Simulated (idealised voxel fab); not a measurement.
Process module under the name voxel tone inversion
Section shown: cut. Width: 275 nm. Cell size: 5 nm, square.
Square cells in a grid make up a cross-section in this document, and the grid is given as bands, listed from the top down, each one or more rows of cells. Heads up on the band format: heights come first, top then bottom, in nm. After that it's the materials left to right, each with its width in nm. A single material flagged "edge to edge" fills the whole band edge to edge, and "blank" means there's empty space there. Height is counted from the level 0, under which the received wafer is composed throughout of one material. The lowest of the bands is not closed at the bottom but continues downward, in the notation "top 0, no bottom". Quick explanation for "30->40": the width changes in equal steps down the rows of cells, from the first number in the band's top row to the second number in its bottom row. What does "everything unchanged" mean for a step? It means no cell of the cross-section changed in that step. In the "Enclosed void listing" entry, you get each enclosed empty space of 8 cells or more, one with no open way to the top, written width x height at distance, distance from the left edge, in nm. On a step's line, text after the settings is the simulator commenting on that step. The line of a step may include "overlay nm". On a step with a mask, this value is how far to the right of its planned place the mask lay. A negative value means the mask lay to the left.

Steps in the process plan
1 RECEIVE, material Si
2 CONFORMAL_DEP, material SiN, thk nm 10
3 DIRECTIONAL_DEP, material polySi, thk nm 20
4 PATTERN, tone cover, mask id POSTS, material resist, width nm 15, pitch nm 40, thk nm 30, overlay nm 0
5 DIRECTIONAL_ETCH, etch materials polySi, depth nm 20
6 STRIP, etch materials resist
7 FILL_DEP, material lowk, thk nm 5
8 CMP, height nm 30
9 STRIP, etch materials polySi
10 CONFORMAL_DEP, material TiN, thk nm 5
11 FILL_DEP, material Ru, thk nm 10
12 CMP, height nm 30
13 CONFORMAL_DEP, material SiN, thk nm 5
Split variable: width nm, step 4. Plan value = first wafer. Wafers start alike.

Sectional view: first of several wafers, as received, after step 1
* top 0, no bottom: Si edge to edge
* Enclosed void listing: none

Module end state after final step 13: cross-section of the first of several wafers
* top 35, bottom 30: SiN edge to edge
* top 30, bottom 15: 70 lowk; 5 TiN; 5 Ru; 5 TiN; 25 lowk; 5 TiN; 5 Ru; 5 TiN; 25 lowk; 5 TiN; 5 Ru; 5 TiN; 25 lowk; 5 TiN; 5 Ru; 5 TiN; 70 lowk
* top 15, bottom 10: 70 lowk; 15 TiN; 25 lowk; 15 TiN; 25 lowk; 15 TiN; 25 lowk; 15 TiN; 70 lowk
* top 10, bottom 0: SiN edge to edge
* top 0, no bottom: Si edge to edge
* Enclosed void listing: none

Last-wafer cross-section at the end of the module
* top 35, bottom 30: SiN edge to edge
* top 30, bottom 15: 65 lowk; 5 TiN; 15 Ru; 5 TiN; 15 lowk; 5 TiN; 15 Ru; 5 TiN; 15 lowk; 5 TiN; 15 Ru; 5 TiN; 15 lowk; 5 TiN; 15 Ru; 5 TiN; 65 lowk
* top 15, bottom 10: 65 lowk; 25 TiN; 15 lowk; 25 TiN; 15 lowk; 25 TiN; 15 lowk; 25 TiN; 65 lowk
* top 10, bottom 0: SiN edge to edge
* top 0, no bottom: Si edge to edge
* Enclosed void listing: none

Below: a row per wafer. Contents at end of module: for every material, cells gained since receipt (+) or lost since receipt (-); then closed voids
width nm 15 | +12 Ru | +165 SiN | +36 TiN | +172 lowk | Enclosed void listing: none
width nm 20 | +24 Ru | +165 SiN | +40 TiN | +156 lowk | Enclosed void listing: none
width nm 25 | +36 Ru | +165 SiN | +44 TiN | +140 lowk | Enclosed void listing: none
